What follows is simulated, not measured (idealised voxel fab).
You're looking at the process module voxel spacer lines.
Square cells of 5 nm make up the cross-section cut, whose width is 220 nm.
Square cells in a grid make up a cross-section in this document, and the grid is given as bands, listed from the top down, each one or more rows of cells. What a band's entry tells you: where the top is and where the bottom is, as heights in nm, and after that what lies inside, material by material from left to right, each with its width in nm. Empty space is written as the word "empty", and a single material marked with the word "edge to edge" occupies the band from edge to edge. All heights in this document are referenced to 0, defined as the level beneath which the wafer, as received, consists entirely of one material. The lowest band is not bounded below; it extends indefinitely downward and is written in the form "0 and below". Graded width ("30 to 40"): value in top row of band = first number; value in bottom row = second number; row-to-row change constant. Reading "everything unchanged" for a step: not a cell of the cross-section changed in it. Enclosed void list: empty space of 8 cells or more with no open way to the top, each as width x height at its distance from the left edge, in nm. That trailing text on a step's line, after the settings, is the simulator's own remark on the step. overlay nm: on a step with a mask, how far right of its planned place the mask lay; negative means left.

-- The process steps that were planned are listed below
1,op RECEIVE | material Si
2,op CONFORMAL_DEP | material Al2O3 | thk nm 5
3,op DIRECTIONAL_DEP | material TiN | thk nm 20
4,op DIRECTIONAL_DEP | material aC | thk nm 30
5,op PATTERN | tone cover | mask id MANDREL | material resist | width nm 20 | pitch nm 70 | thk nm 40 | overlay nm 0
6,op DIRECTIONAL_ETCH | etch materials aC | depth nm 30
7,op STRIP | etch materials resist
8,op CONFORMAL_DEP | material SiN | thk nm 15
9,op DIRECTIONAL_ETCH | etch materials SiN | depth nm 15
10,op STRIP | etch materials aC
11,op DIRECTIONAL_ETCH | etch materials TiN | depth nm 20
12,op STRIP | etch materials SiN

-- The cross-section here shows the wafer as received, i.e. in its state after step 1
    0 and below | Si edge to edge
    Enclosed void list: none

-- Module complete - cross-section of the first of two wafers, run according to plan
    25 down to 5 | empty 15  TiN 15  empty 20  TiN 15  empty 20  TiN 15  empty 20  TiN 15  empty 20  TiN 15  empty 20  TiN 15  empty 15
    5 down to 0 | Al2O3 edge to edge
    0 and below | Si edge to edge
    Enclosed void list: none

-- Module end: cross-section of wafer two of two. Same start and process plan as the first wafer. One mistake during execution
    25 down to 0 | Al2O3 edge to edge
    0 and below | Si edge to edge
    Enclosed void list: none
What was done differently from what was planned? step 3 changed vs plan, executed as op DIRECTIONAL_DEP | material Al2O3 | thk nm 20
Looking at both finished wafers in cells, the second ends up ahead of or behind the first on some materials: +176 Al2O3; -72 TiN
